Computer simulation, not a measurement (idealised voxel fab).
Proc. module: voxel capacitor over wiring
This is section cut - it's 160 nm across, gridded in 5 nm square cells.
Heads up, the way a cross-section reads in here is a grid of square cells, handed over as bands from the top down, with every band being one or more rows of cells.
Basically the band line says how high the top is and how high the bottom is, in nm, and then what's in it from left to right, every material with its width in nm. Empty space shows up as "air", and if a single material carries "full width" it runs the full band edge to edge.
Basically, 0 is our baseline, since under it the wafer straight out of the box is all one material. The bottom band has no lower end and keeps on going down, so it looks like "0 nm and below".
Top row gets the first number, bottom row gets the second, and each row in between changes by the same step: that is how a band width like "30 to 40" works.
"nothing altered" for a step: no cell of the cross-section changed in that step.
Entry "Unvented cavities" = empty spaces >= 8 cells with no open way to the top; each as width x height at distance, distance from left edge, all nm.
What comes after the settings on a step's line is commentary from the simulator itself on that step.
overlay nm, on a step with a mask: how far to the right of its planned place the mask lay; to the left if negative

Process steps - plan
step 1: RECEIVE (material Si)
step 2: CONFORMAL_DEP (material SiO2; thk nm 15)
step 3: CONFORMAL_DEP (material SiCN; thk nm 5)
step 4: DIRECTIONAL_DEP (material SiO2; thk nm 20)
step 5: DIRECTIONAL_DEP (material aC; thk nm 15)
step 6: PATTERN (tone open; mask id METAL_1; material resist; width nm 20; pitch nm 70; thk nm 35; overlay nm 0)
step 7: DIRECTIONAL_ETCH (etch materials aC; depth nm 15)
step 8: STRIP (etch materials resist)
step 9: DIRECTIONAL_ETCH (etch materials SiO2; depth nm 20)
step 10: DIRECTIONAL_ETCH (etch materials SiCN; depth nm 5)
step 11: STRIP (etch materials aC)
step 12: CONFORMAL_DEP (material TiN; thk nm 5)
step 13: FILL_DEP (material Cu; thk nm 5)
step 14: CMP (height nm 40)
step 15: EPI (material Ru; thk nm 5)
step 16: FILL_DEP (material SiCN; thk nm 5)
step 17: DIRECTIONAL_DEP (material lowk; thk nm 10)
step 18: PATTERN (tone open; mask id PLUG_1; material resist; width nm 15; thk nm 20; overlay nm 0)
step 19: DIRECTIONAL_ETCH (etch materials lowk; depth nm 10)
step 20: DIRECTIONAL_ETCH (etch materials SiCN; depth nm 5)
step 21: STRIP (etch materials resist)
step 22: CONFORMAL_DEP (material TiN; thk nm 5)
step 23: FILL_DEP (material W; thk nm 5)
step 24: CMP (height nm 60)
step 25: DIRECTIONAL_DEP (material TiN; thk nm 5)
step 26: DIRECTIONAL_DEP (material SiN; thk nm 5)
step 27: DIRECTIONAL_DEP (material TiN; thk nm 10)
step 28: DIRECTIONAL_DEP (material aC; thk nm 15)
step 29: PATTERN (tone cover; mask id UPPER_PLATE; material resist; width nm 55; thk nm 35; overlay nm 0)
step 30: DIRECTIONAL_ETCH (etch materials aC; depth nm 15)
step 31: STRIP (etch materials resist)
step 32: DIRECTIONAL_ETCH (etch materials TiN; depth nm 10)
step 33: DIRECTIONAL_ETCH (etch materials SiN; depth nm 5)
step 34: STRIP (etch materials aC)
step 35: PATTERN (tone cover; mask id LOWER_PLATE; material resist; width nm 65; thk nm 20; overlay nm 0)
step 36: DIRECTIONAL_ETCH (etch materials TiN; depth nm 5)
step 37: STRIP (etch materials resist)
step 38: FILL_DEP (material SiO2; thk nm 15)
step 39: CMP (height nm 90)
step 40: MASKED_ETCH (tone open; mask id PLUG_2; width nm 15; etch materials SiO2; depth nm 10; overlay nm 0)
step 41: CONFORMAL_DEP (material TiN; thk nm 5)
step 42: FILL_DEP (material Cu; thk nm 10)
step 43: CMP (height nm 90)
step 44: CONFORMAL_DEP (material SiN; thk nm 5)

Cross-section of the wafer at receipt, which is the condition after step 1
> 0 nm and below = Si full width
> Unvented cavities: none

End state of the module in cross-section, given the above starting point and plan and one mistake in execution
> 95 nm to 90 nm = SiN full width
> 90 nm to 85 nm = SiO2 50 nm, then TiN 5 nm, then Cu 5 nm, then TiN 5 nm, then SiO2 95 nm
> 85 nm to 80 nm = SiO2 50 nm, then TiN 15 nm, then SiO2 95 nm
> 80 nm to 70 nm = SiO2 40 nm, then TiN 55 nm, then SiO2 65 nm
> 70 nm to 65 nm = SiO2 40 nm, then SiN 55 nm, then SiO2 65 nm
> 65 nm to 60 nm = SiO2 35 nm, then TiN 65 nm, then SiO2 60 nm
> 60 nm to 50 nm = W 35 nm, then TiN 5 nm, then lowk 15 nm, then TiN 5 nm, then W 100 nm
> 50 nm to 45 nm = TiN 40 nm, then SiCN 15 nm, then TiN 105 nm
> 45 nm to 40 nm = SiCN 30 nm, then Ru 30 nm, then SiCN 40 nm, then Ru 30 nm, then SiCN 30 nm
> 40 nm to 20 nm = SiO2 35 nm, then TiN 5 nm, then Cu 10 nm, then TiN 5 nm, then SiO2 50 nm, then TiN 5 nm, then Cu 10 nm, then TiN 5 nm, then SiO2 35 nm
> 20 nm to 15 nm = SiCN 35 nm, then TiN 20 nm, then SiCN 50 nm, then TiN 20 nm, then SiCN 35 nm
> 15 nm to 0 nm = SiO2 full width
> 0 nm and below = Si full width
> Unvented cavities: none
Processing error: so step 18 ended up running with a different setting than we planned, it ran as PATTERN (tone cover; mask id PLUG_1; material resist; width nm 15; thk nm 20; overlay nm 0)
